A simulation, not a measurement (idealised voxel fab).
Process module name: voxel fin reveal
Square cell edge 5 nm, section width 185 nm, ID cut.
Just so we're on the same page, the cross-sections are grids of square cells, and they're listed out in bands top to bottom, each band one or more rows deep. Quick guide to a band line: top height, bottom height (nm) up front; then every material left to right with its width in nm. Only one material and it's marked "all across"? Then it fills the band edge to edge. And "blank" just means empty space. Heights are expressed relative to 0, this being the level below which the as-received wafer comprises one material exclusively. The lowest band is unbounded in the downward direction and is denoted as in "from 0 down". Graded width ("30..40"): value in top row of band = first number; value in bottom row = second number; row-to-row change constant. No cell of the cross-section changed in a step that is given as "left unchanged". Entry "Unvented cavities" = empty spaces >= 8 cells with no open way to the top; each as width x height at distance, distance from left edge, all nm. If you see something after the settings on a step's line, that's the simulator's own remark about that step. Among the settings permitted on a step's line is "overlay nm"; applied to a step with a mask, it specifies the extent to which the mask lay to the right of its planned position, whereas a negative figure signifies a position to the left.
**Steps in the process plan**
1. RECEIVE, material Si
2. CONFORMAL_DEP, material SiN, thk nm 10
3. PATTERN, tone cover, mask id FINS, material resist, width nm 15, pitch nm 40, thk nm 20, overlay nm 0
4. DIRECTIONAL_ETCH, etch materials SiN, depth nm 10
5. DIRECTIONAL_ETCH, etch materials Si, depth nm 35
6. STRIP, etch materials resist
7. OXIDIZE, depth nm 5
8. FILL_DEP, material SiO2, thk nm 10
9. CMP, height nm 10
10. SELECTIVE_ETCH, etch materials SiO2, depth nm 30
11. STRIP, etch materials SiN
12. CONFORMAL_DEP, material HfO2, thk nm 5
**The first wafer of two, processed as planned**
**Incoming wafer, cross-sectional view, post step 1**
* from 0 down: Si all across
* Unvented cavities: none
**State of the wafer after step 2, shown in cross-section**
* from 10 to 0: SiN all across
* Beneath the level 0, the cross-section is identical to its previous state.
**State of the wafer after step 3, shown in cross-section**
* from 30 to 10: blank=65 | resist=15 | blank=25 | resist=15 | blank=65
* Beneath the level 10, the cross-section is identical to its previous state.
**State of the wafer after step 4, shown in cross-section**
* from 30 to 10: blank=65 | resist=15 | blank=25 | resist=15 | blank=65
* from 10 to 0: blank=65 | SiN=15 | blank=25 | SiN=15 | blank=65
* Beneath the level 0, the cross-section is identical to its previous state.
**State of the wafer after step 5, shown in cross-section**
* from 30 to 10: blank=65 | resist=15 | blank=25 | resist=15 | blank=65
* from 10 to 0: blank=65 | SiN=15 | blank=25 | SiN=15 | blank=65
* from 0 to -35: blank=65 | Si=15 | blank=25 | Si=15 | blank=65
* Beneath the level -35, the cross-section is identical to its previous state.
**State of the wafer after step 6, shown in cross-section**
* from 10 to 0: blank=65 | SiN=15 | blank=25 | SiN=15 | blank=65
* Beneath the level 0, the cross-section is identical to its previous state.
**State of the wafer after step 7, shown in cross-section**
* from 10 to 0: blank=65 | SiN=15 | blank=25 | SiN=15 | blank=65
* from 0 to -35: blank=65 | SiO2=5 | Si=5 | SiO2=5 | blank=25 | SiO2=5 | Si=5 | SiO2=5 | blank=65
* from -35 to -40: SiO2=70 | Si=5 | SiO2=35 | Si=5 | SiO2=70
* Beneath the level -40, the cross-section is identical to its previous state.
**State of the wafer after step 8, shown in cross-section**
* from 20 to 10: SiO2 all across
* from 10 to 0: SiO2=65 | SiN=15 | SiO2=25 | SiN=15 | SiO2=65
* from 0 to -40: SiO2=70 | Si=5 | SiO2=35 | Si=5 | SiO2=70
* Beneath the level -40, the cross-section is identical to its previous state.
**State of the wafer after step 9, shown in cross-section**
* from 10 to 0: SiO2=65 | SiN=15 | SiO2=25 | SiN=15 | SiO2=65
* Beneath the level 0, the cross-section is identical to its previous state.
**State of the wafer after step 10, shown in cross-section**
* from 10 to 0: blank=65 | SiN=15 | blank=25 | SiN=15 | blank=65
* from 0 to -20: blank=70 | Si=5 | blank=35 | Si=5 | blank=70
* Beneath the level -20, the cross-section is identical to its previous state.
**State of the wafer after step 11, shown in cross-section**
* from 0 to -20: blank=70 | Si=5 | blank=35 | Si=5 | blank=70
* Beneath the level -20, the cross-section is identical to its previous state.
**State of the wafer after step 12, shown in cross-section**
* from 5 to 0: blank=65 | HfO2=15 | blank=25 | HfO2=15 | blank=65
* from 0 to -15: blank=65 | HfO2=5 | Si=5 | HfO2=5 | blank=25 | HfO2=5 | Si=5 | HfO2=5 | blank=65
* from -15 to -20: HfO2=70 | Si=5 | HfO2=35 | Si=5 | HfO2=70
* Beneath the level -20, the cross-section is identical to its previous state.
**second wafer: like start, like plan, one mistake. Through step 11 it matches the first wafer**
**Cross-section, second wafer, at the end time the plan gives for step 12**
* from 5 to 0: blank=65 | SiO2=15 | blank=25 | SiO2=15 | blank=65
* from 0 to -15: blank=65 | SiO2=5 | Si=5 | SiO2=5 | blank=25 | SiO2=5 | Si=5 | SiO2=5 | blank=65
* from -15 to -40: SiO2=70 | Si=5 | SiO2=35 | Si=5 | SiO2=70
* Beneath the level -40, the cross-section is identical to its previous state.
Want to know what went wrong? planned and actual differ for step 12; actual: CONFORMAL_DEP, material SiO2, thk nm 5
Bottom line after processing is that, in cells, the second wafer is up or down on some materials versus the first: HfO2: 53 fewer, SiO2: 53 more
